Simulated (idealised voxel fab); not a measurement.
Process module name: voxel air gaps
The width of the displayed cross-section, cut, is 180 nm; its cells are square, with a size of 5 nm.
Cross-section layout: square cells on a grid; listed as bands, top to bottom; a band spans one or more cell rows. Look at the band entry: it leads with the top's height and the bottom's height in nm. Then it lists the materials left to right, with a width in nm for each. The word "all across" on a single material says that material fills the band edge to edge. The word "empty" is empty space. Heights are reckoned from 0. Under this level, the received wafer is all of one material. The bottommost band is open-ended downward, for example "z 0 and below". Note: "30->40" means the width goes from the first number (top row of the band) to the second number (bottom row) in equal steps per row of cells. "no change" (step): cross-section cells unchanged, all of them. Empty spaces without an open route to the top, at least 8 cells in extent, make up the entry "Enclosed void catalog"; each is given as width x height at distance, where the distance is measured from the left edge, and all are in nm. On a step's line, text after the settings is the simulator commenting on that step. overlay nm: where the mask lay relative to plan, measured to the right, on steps with a mask; negatives go left.
THE STEPS PLANNED FOR THE PROCESS ARE AS FOLLOWS
1,RECEIVE with material Si
2,CONFORMAL_DEP with material SiO2, thk nm 10
3,CONFORMAL_DEP with material SiN, thk nm 5
4,DIRECTIONAL_DEP with material SiO2, thk nm 40
5,MASKED_ETCH with tone open, mask id LINES, width nm 25, pitch nm 55, etch materials SiO2, depth nm 40, overlay nm 0
6,CONFORMAL_DEP with material TiN, thk nm 5
7,FILL_DEP with material Ru, thk nm 10
8,CMP with height nm 55
9,EPI with material Ru, thk nm 10
10,SELECTIVE_ETCH with etch materials SiO2, depth nm 50
11,CONFORMAL_DEP with material SiCN, thk nm 5
FIRST OF TWO WAFERS - AS PLANNED
STEP 1 COMPLETE: CROSS-SECTION OF THE WAFER AS RECEIVED
z 0 and below | Si all across
Enclosed void catalog: none
HOW THE WAFER STANDS IN SECTION AFTER STEP 2
z 10 to 0 | SiO2 all across
Below 0 it's all the same as before, nothing changed down there.
HOW THE WAFER STANDS IN SECTION AFTER STEP 3
z 15 to 10 | SiN all across
Below 10 it's all the same as before, nothing changed down there.
HOW THE WAFER STANDS IN SECTION AFTER STEP 4
z 55 to 15 | SiO2 all across
Below 15 it's all the same as before, nothing changed down there.
HOW THE WAFER STANDS IN SECTION AFTER STEP 5
z 55 to 15 | SiO2 (20) / empty (25) / SiO2 (30) / empty (25) / SiO2 (30) / empty (25) / SiO2 (25)
Below 15 it's all the same as before, nothing changed down there.
HOW THE WAFER STANDS IN SECTION AFTER STEP 6
z 60 to 55 | TiN (25) / empty (15) / TiN (40) / empty (15) / TiN (40) / empty (15) / TiN (30)
z 55 to 20 | SiO2 (20) / TiN (5) / empty (15) / TiN (5) / SiO2 (30) / TiN (5) / empty (15) / TiN (5) / SiO2 (30) / TiN (5) / empty (15) / TiN (5) / SiO2 (25)
z 20 to 15 | SiO2 (20) / TiN (25) / SiO2 (30) / TiN (25) / SiO2 (30) / TiN (25) / SiO2 (25)
Below 15 it's all the same as before, nothing changed down there.
HOW THE WAFER STANDS IN SECTION AFTER STEP 7
z 70 to 60 | Ru all across
z 60 to 55 | TiN (25) / Ru (15) / TiN (40) / Ru (15) / TiN (40) / Ru (15) / TiN (30)
z 55 to 20 | SiO2 (20) / TiN (5) / Ru (15) / TiN (5) / SiO2 (30) / TiN (5) / Ru (15) / TiN (5) / SiO2 (30) / TiN (5) / Ru (15) / TiN (5) / SiO2 (25)
Below 20 it's all the same as before, nothing changed down there.
HOW THE WAFER STANDS IN SECTION AFTER STEP 8
z 55 to 20 | SiO2 (20) / TiN (5) / Ru (15) / TiN (5) / SiO2 (30) / TiN (5) / Ru (15) / TiN (5) / SiO2 (30) / TiN (5) / Ru (15) / TiN (5) / SiO2 (25)
Below 20 it's all the same as before, nothing changed down there.
HOW THE WAFER STANDS IN SECTION AFTER STEP 9
z 65 to 55 | empty (10) / Ru (45) / empty (10) / Ru (45) / empty (10) / Ru (45) / empty (15)
Below 55 it's all the same as before, nothing changed down there.
HOW THE WAFER STANDS IN SECTION AFTER STEP 10
z 65 to 55 | empty (10) / Ru (45) / empty (10) / Ru (45) / empty (10) / Ru (45) / empty (15)
z 55 to 20 | empty (20) / TiN (5) / Ru (15) / TiN (5) / empty (30) / TiN (5) / Ru (15) / TiN (5) / empty (30) / TiN (5) / Ru (15) / TiN (5) / empty (25)
z 20 to 15 | empty (20) / TiN (25) / empty (30) / TiN (25) / empty (30) / TiN (25) / empty (25)
Below 15 it's all the same as before, nothing changed down there.
HOW THE WAFER STANDS IN SECTION AFTER STEP 11
z 70 to 65 | empty (5) / SiCN (165) / empty (10)
z 65 to 55 | empty (5) / SiCN (5) / Ru (45) / SiCN (10) / Ru (45) / SiCN (10) / Ru (45) / SiCN (5) / empty (10)
z 55 to 50 | empty (5) / SiCN (15) / TiN (5) / Ru (15) / TiN (5) / SiCN (30) / TiN (5) / Ru (15) / TiN (5) / SiCN (30) / TiN (5) / Ru (15) / TiN (5) / SiCN (15) / empty (10)
z 50 to 20 | empty (15) / SiCN (5) / TiN (5) / Ru (15) / TiN (5) / SiCN (5) / empty (20) / SiCN (5) / TiN (5) / Ru (15) / TiN (5) / SiCN (5) / empty (20) / SiCN (5) / TiN (5) / Ru (15) / TiN (5) / SiCN (5) / empty (20)
z 20 to 15 | SiCN (20) / TiN (25) / SiCN (30) / TiN (25) / SiCN (30) / TiN (25) / SiCN (25)
Below 15 it's all the same as before, nothing changed down there.
Enclosed void catalog: 20 x 30 at 50; 20 x 30 at 105
THE SECOND WAFER WAS PREPARED FROM THE SAME STARTING POINT AND UNDER THE SAME PLAN AS THE FIRST; ITS PROCESSING CONTAINED ONE MISTAKE, AND IT REMAINS INDISTINGUISHABLE FROM THE FIRST WAFER UP TO AND INCLUDING STEP 1
Cross-sectional view of the second wafer at the intended end time of process step 2: no change
CROSS-SECTIONAL VIEW OF THE SECOND WAFER AT THE INTENDED END TIME OF PROCESS STEP 3
z 5 to 0 | SiN all across
Below 0 it's all the same as before, nothing changed down there.
CROSS-SECTIONAL VIEW OF THE SECOND WAFER AT THE INTENDED END TIME OF PROCESS STEP 4
z 45 to 5 | SiO2 all across
Below 5 it's all the same as before, nothing changed down there.
CROSS-SECTIONAL VIEW OF THE SECOND WAFER AT THE INTENDED END TIME OF PROCESS STEP 5
z 45 to 5 | SiO2 (20) / empty (25) / SiO2 (30) / empty (25) / SiO2 (30) / empty (25) / SiO2 (25)
Below 5 it's all the same as before, nothing changed down there.
CROSS-SECTIONAL VIEW OF THE SECOND WAFER AT THE INTENDED END TIME OF PROCESS STEP 6
z 50 to 45 | TiN (25) / empty (15) / TiN (40) / empty (15) / TiN (40) / empty (15) / TiN (30)
z 45 to 10 | SiO2 (20) / TiN (5) / empty (15) / TiN (5) / SiO2 (30) / TiN (5) / empty (15) / TiN (5) / SiO2 (30) / TiN (5) / empty (15) / TiN (5) / SiO2 (25)
z 10 to 5 | SiO2 (20) / TiN (25) / SiO2 (30) / TiN (25) / SiO2 (30) / TiN (25) / SiO2 (25)
Below 5 it's all the same as before, nothing changed down there.
CROSS-SECTIONAL VIEW OF THE SECOND WAFER AT THE INTENDED END TIME OF PROCESS STEP 7
z 60 to 50 | Ru all across
z 50 to 45 | TiN (25) / Ru (15) / TiN (40) / Ru (15) / TiN (40) / Ru (15) / TiN (30)
z 45 to 10 | SiO2 (20) / TiN (5) / Ru (15) / TiN (5) / SiO2 (30) / TiN (5) / Ru (15) / TiN (5) / SiO2 (30) / TiN (5) / Ru (15) / TiN (5) / SiO2 (25)
Below 10 it's all the same as before, nothing changed down there.
CROSS-SECTIONAL VIEW OF THE SECOND WAFER AT THE INTENDED END TIME OF PROCESS STEP 8
z 55 to 50 | Ru all across
Below 50 it's all the same as before, nothing changed down there.
CROSS-SECTIONAL VIEW OF THE SECOND WAFER AT THE INTENDED END TIME OF PROCESS STEP 9
z 65 to 50 | Ru all across
Below 50 it's all the same as before, nothing changed down there.
Cross-sectional view of the second wafer at the intended end time of process step 10: no change
CROSS-SECTIONAL VIEW OF THE SECOND WAFER AT THE INTENDED END TIME OF PROCESS STEP 11
z 70 to 65 | SiCN all across
Below 65 it's all the same as before, nothing changed down there.
In executing the process, a mistake was made relative to the plan: the run left out plan step 2 entirely, so it was never executed
Upon completion, the second wafer contains, in terms of cells, a greater or smaller amount of certain materials than the first wafer: +63 Ru, -84 SiCN, +96 SiO2, +27 TiN
Closed void count at end of process - first wafer: 2; second wafer: 0.
